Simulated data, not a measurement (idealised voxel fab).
Process module in this document: voxel plated lines
Square cell edge 5 nm, section width 290 nm, ID cut.
Think of the cross-section as a grid of square cells. We describe it in bands, top to bottom, and each band covers one or more rows of those cells. Band: top height; bottom height; in nm. Then, left to right: material with width in nm, for each material. "all across": a single material spanning edge to edge. "blank": empty space. Height is counted from the level 0, under which the received wafer is composed throughout of one material. The lowest of the bands is not closed at the bottom but continues downward, in the notation "from 0 down". Read "30 to 40" as a graded width: first number on top, second number at the bottom, same change between each pair of neighbouring rows. You'll sometimes find "nothing different" written for a step, and that's the way of saying that nowhere in the cross-section did a cell change during that step. "Closed void catalog": empty spaces of 8 cells or more with no open way to the top, each given as width x height at distance, distance from the left edge, all in nm. Formally, on a step line, whatever follows the settings is a remark that the simulator itself makes on the step. "overlay nm" on a masked step: distance the mask lay right of its planned place, negative for left.

Steps planned for the process:
1: RECEIVE (material Si)
2: CONFORMAL_DEP (material Al2O3; thk nm 5)
3: DIRECTIONAL_DEP (material TiN; thk nm 5)
4: PATTERN (tone open; mask id LINES; material resist; width nm 30; pitch nm 55; thk nm 35; overlay nm 0)
5: EPI (material Ru; thk nm 10)
6: EPI (material Ru; thk nm 5)
7: EPI (material Ru; thk nm 10)
8: STRIP (etch materials resist)
9: DIRECTIONAL_ETCH (etch materials TiN; depth nm 5)
10: CONFORMAL_DEP (material SiCN; thk nm 10)

First out of two wafers; run went to plan:

Cross-section, incoming material, after step 1:
  from 0 down: Si all across
  Closed void catalog: none

So this is the wafer cross-section right after step 2:
  from 5 to 0: Al2O3 all across
  Under 0: no change, same as before.

So this is the wafer cross-section right after step 3:
  from 10 to 5: TiN all across
  Under 5: no change, same as before.

So this is the wafer cross-section right after step 4:
  from 45 to 10: resist 45, then blank 30, then resist 25, then blank 30, then resist 25, then blank 30, then resist 25, then blank 30, then resist 50
  Under 10: no change, same as before.

So this is the wafer cross-section right after step 5:
  from 45 to 20: resist 45, then blank 30, then resist 25, then blank 30, then resist 25, then blank 30, then resist 25, then blank 30, then resist 50
  from 20 to 10: resist 45, then Ru 30, then resist 25, then Ru 30, then resist 25, then Ru 30, then resist 25, then Ru 30, then resist 50
  Under 10: no change, same as before.

So this is the wafer cross-section right after step 6:
  from 45 to 25: resist 45, then blank 30, then resist 25, then blank 30, then resist 25, then blank 30, then resist 25, then blank 30, then resist 50
  from 25 to 10: resist 45, then Ru 30, then resist 25, then Ru 30, then resist 25, then Ru 30, then resist 25, then Ru 30, then resist 50
  Under 10: no change, same as before.

So this is the wafer cross-section right after step 7:
  from 45 to 35: resist 45, then blank 30, then resist 25, then blank 30, then resist 25, then blank 30, then resist 25, then blank 30, then resist 50
  from 35 to 10: resist 45, then Ru 30, then resist 25, then Ru 30, then resist 25, then Ru 30, then resist 25, then Ru 30, then resist 50
  Under 10: no change, same as before.

So this is the wafer cross-section right after step 8:
  from 35 to 10: blank 45, then Ru 30, then blank 25, then Ru 30, then blank 25, then Ru 30, then blank 25, then Ru 30, then blank 50
  Under 10: no change, same as before.

So this is the wafer cross-section right after step 9:
  from 35 to 10: blank 45, then Ru 30, then blank 25, then Ru 30, then blank 25, then Ru 30, then blank 25, then Ru 30, then blank 50
  from 10 to 5: blank 45, then TiN 30, then blank 25, then TiN 30, then blank 25, then TiN 30, then blank 25, then TiN 30, then blank 50
  Under 5: no change, same as before.

So this is the wafer cross-section right after step 10:
  from 45 to 35: blank 35, then SiCN 50, then blank 5, then SiCN 50, then blank 5, then SiCN 50, then blank 5, then SiCN 50, then blank 40
  from 35 to 15: blank 35, then SiCN 10, then Ru 30, then SiCN 10, then blank 5, then SiCN 10, then Ru 30, then SiCN 10, then blank 5, then SiCN 10, then Ru 30, then SiCN 10, then blank 5, then SiCN 10, then Ru 30, then SiCN 10, then blank 40
  from 15 to 10: SiCN 45, then Ru 30, then SiCN 25, then Ru 30, then SiCN 25, then Ru 30, then SiCN 25, then Ru 30, then SiCN 50
  from 10 to 5: SiCN 45, then TiN 30, then SiCN 25, then TiN 30, then SiCN 25, then TiN 30, then SiCN 25, then TiN 30, then SiCN 50
  Under 5: no change, same as before.

Wafer two of the pair: same origin, same plan, one error during the run; identical to wafer one up to and including step 2:

Second wafer, cross-section, planned end of step 3: nothing different

Second wafer, cross-section, planned end of step 4:
  from 40 to 5: resist 45, then blank 30, then resist 25, then blank 30, then resist 25, then blank 30, then resist 25, then blank 30, then resist 50
  Under 5: no change, same as before.

Second wafer, cross-section, planned end of step 5: nothing different

Second wafer, cross-section, planned end of step 6: nothing different

Second wafer, cross-section, planned end of step 7: nothing different

Second wafer, cross-section, planned end of step 8:
  from 5 to 0: Al2O3 all across
  Under 0: no change, same as before.

Second wafer, cross-section, planned end of step 9: nothing different

Second wafer, cross-section, planned end of step 10:
  from 15 to 5: SiCN all across
  Under 5: no change, same as before.
Where did the run depart from the plan? it should be noted that step 3 of the plan was omitted and was not performed
Counted in cells at the end, the second wafer holds more or fewer of these materials than the first: Ru -120, SiCN -96, TiN -24
